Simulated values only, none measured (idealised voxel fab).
This section sets out a process module, namely voxel transistor to metal.
The width of the displayed cross-section, cut, is 195 nm; its cells are square, with a size of 5 nm.
The cross-sections in this document take the form of a grid made of square cells. They are written out as bands, in order from top to bottom. Each band consists of one or more rows of cells. Top, bottom (nm), then materials left to right with widths (nm); lone material tagged "everywhere" fills the whole band edge to edge; "blank" = empty space. Heads up on the height convention: 0 is the point under which the incoming wafer is all one material, and the lowest band has no bottom, it just keeps going down, like "0 and below". With a width like "30->40", each row of cells in the band differs from the next by the same amount, the top row carrying the first number and the bottom row the second. Key: "left unchanged" - step with no changed cell in the cross-section. The list in "Unvented internal voids" covers empty spaces of 8 cells or more that cannot reach the top through any open way, and it gives each as width x height at distance; the distance is from the left edge, and width, height and distance are in nm. Read whatever lies past the settings on a step's line as the simulator's own remark about the step. What "overlay nm" on a step's line means: if the step has a mask, that mask lay this far to the right of its planned place, or, when the value is negative, to the left.

**Listed below are the process steps as planned**
1. RECEIVE, material Si
2. OXIDIZE, depth nm 5
3. CONFORMAL_DEP, material SiN, thk nm 15
4. MASKED_ETCH, tone cover, mask id ACTIVE, width nm 105, etch materials SiN, depth nm 15, overlay nm 0
5. MASKED_ETCH, tone cover, mask id ACTIVE, width nm 105, etch materials SiO2, depth nm 5, overlay nm 0
6. MASKED_ETCH, tone cover, mask id ACTIVE, width nm 105, etch materials Si, depth nm 20, overlay nm 0
7. FILL_DEP, material SiO2, thk nm 5
8. CMP, height nm 15
9. SELECTIVE_ETCH, etch materials SiO2, depth nm 5
10. STRIP, etch materials SiN
11. SELECTIVE_ETCH, etch materials SiO2, depth nm 5
12. OXIDIZE, depth nm 5
13. DIRECTIONAL_DEP, material polySi, thk nm 25
14. DIRECTIONAL_DEP, material SiCN, thk nm 10
15. DIRECTIONAL_DEP, material aC, thk nm 15
16. PATTERN, tone cover, mask id GATE, material resist, width nm 35, thk nm 30, overlay nm 0
17. DIRECTIONAL_ETCH, etch materials aC, depth nm 15
18. STRIP, etch materials resist
19. DIRECTIONAL_ETCH, etch materials SiCN, depth nm 20
20. DIRECTIONAL_ETCH, etch materials polySi, depth nm 35
21. STRIP, etch materials aC
22. CONFORMAL_DEP, material SiN, thk nm 5
23. DIRECTIONAL_ETCH, etch materials SiN, depth nm 5
24. DIRECTIONAL_ETCH, etch materials SiO2, depth nm 5
25. DIRECTIONAL_ETCH, etch materials Si, depth nm 5
26. EPI, material pSi, thk nm 5
27. FILL_DEP, material SiO2, thk nm 5
28. CMP, height nm 20
29. STRIP, etch materials polySi
30. SELECTIVE_ETCH, etch materials SiO2, depth nm 5
31. CONFORMAL_DEP, material HfO2, thk nm 5
32. CONFORMAL_DEP, material TiN, thk nm 5
33. FILL_DEP, material W, thk nm 5
34. CMP, height nm 15
35. DIRECTIONAL_DEP, material SiO2, thk nm 10
36. PATTERN, tone open, mask id CONTACT, material resist, width nm 15, pitch nm 80, thk nm 20, overlay nm 0
37. DIRECTIONAL_ETCH, etch materials SiO2, depth nm 35
38. STRIP, etch materials resist
39. CONFORMAL_DEP, material TiN, thk nm 5
40. FILL_DEP, material Ru, thk nm 10
41. CMP, height nm 25
42. DIRECTIONAL_DEP, material TiN, thk nm 5
43. DIRECTIONAL_DEP, material Ru, thk nm 25
44. MASKED_ETCH, tone cover, mask id METAL_1, width nm 15, pitch nm 80, etch materials Ru, depth nm 25, overlay nm 0
45. MASKED_ETCH, tone cover, mask id METAL_1, width nm 15, pitch nm 80, etch materials TiN, depth nm 5, overlay nm 0
46. FILL_DEP, material SiO2, thk nm 5
47. CMP, height nm 55
48. CONFORMAL_DEP, material SiN, thk nm 5

**This is the cross-section of the wafer as we received it, i.e. after step 1**
> 0 and below: Si everywhere
> Unvented internal voids: none

**First of two wafers: cross-section at end of module, run per plan**
> 60 down to 55: SiN everywhere
> 55 down to 30: SiO2=50  Ru=15  SiO2=65  Ru=15  SiO2=50
> 30 down to 25: SiO2=50  TiN=15  SiO2=65  TiN=15  SiO2=50
> 25 down to 15: SiO2=50  TiN=5  Ru=5  TiN=5  SiO2=65  TiN=5  Ru=5  TiN=5  SiO2=50
> 15 down to 5: SiO2=50  TiN=5  Ru=5  TiN=5  SiO2=10  SiN=5  HfO2=5  TiN=5  W=15  TiN=5  HfO2=5  SiN=5  SiO2=10  TiN=5  Ru=5  TiN=5  SiO2=50
> 5 down to 0: SiO2=40  SiN=5  SiO2=5  TiN=5  Ru=5  TiN=5  SiO2=10  SiN=5  HfO2=5  TiN=5  W=15  TiN=5  HfO2=5  SiN=5  SiO2=10  TiN=5  Ru=5  TiN=5  SiO2=5  SiN=5  SiO2=40
> 0 down to -5: SiO2=40  SiN=5  SiO2=5  TiN=5  Ru=5  TiN=5  SiO2=10  SiN=5  HfO2=5  TiN=25  HfO2=5  SiN=5  SiO2=10  TiN=5  Ru=5  TiN=5  SiO2=5  SiN=5  SiO2=40
> -5 down to -10: SiO2=50  TiN=15  SiO2=5  pSi=5  HfO2=45  pSi=5  SiO2=5  TiN=15  SiO2=50
> -10 down to -15: SiO2=45  pSi=30  Si=45  pSi=30  SiO2=45
> -15 down to -25: SiO2=45  Si=105  SiO2=45
> -25 and below: Si everywhere
> Unvented internal voids: none

**Here is the second of the two wafers cut open at the end of the module - same start, same plan as the first one, but we made one mistake running it**
> 60 down to 55: SiN everywhere
> 55 down to 30: SiO2=50  Ru=15  SiO2=65  Ru=15  SiO2=50
> 30 down to 25: SiO2=50  TiN=15  SiO2=65  TiN=15  SiO2=50
> 25 down to 15: SiO2=50  TiN=5  Ru=5  TiN=5  SiO2=65  TiN=5  Ru=5  TiN=5  SiO2=50
> 15 down to 5: SiO2=50  TiN=5  Ru=5  TiN=5  SiO2=5  SiN=5  HfO2=5  TiN=5  W=15  TiN=5  HfO2=5  SiN=5  SiO2=15  TiN=5  Ru=5  TiN=5  SiO2=50
> 5 down to 0: SiO2=40  SiN=5  SiO2=5  TiN=5  Ru=5  TiN=5  SiO2=5  SiN=5  HfO2=5  TiN=5  W=15  TiN=5  HfO2=5  SiN=5  SiO2=15  TiN=5  Ru=5  TiN=5  SiO2=5  SiN=5  SiO2=40
> 0 down to -5: SiO2=40  SiN=5  SiO2=5  TiN=5  Ru=5  TiN=5  SiO2=5  SiN=5  HfO2=5  TiN=25  HfO2=5  SiN=5  SiO2=15  TiN=5  Ru=5  TiN=5  SiO2=5  SiN=5  SiO2=40
> -5 down to -10: SiO2=50  TiN=15  pSi=5  HfO2=45  pSi=5  SiO2=10  TiN=15  SiO2=50
> -10 down to -15: SiO2=45  pSi=25  Si=45  pSi=35  SiO2=45
> -15 down to -25: SiO2=45  Si=105  SiO2=45
> -25 and below: Si everywhere
> Unvented internal voids: none
Deviation noted in wafer processing: step 16 ran differently from the plan; actual operation with settings: PATTERN, tone cover, mask id GATE, material resist, width nm 35, thk nm 30, overlay nm -5
at the end the second wafer has, in cells: as many of each material as the first, in other places
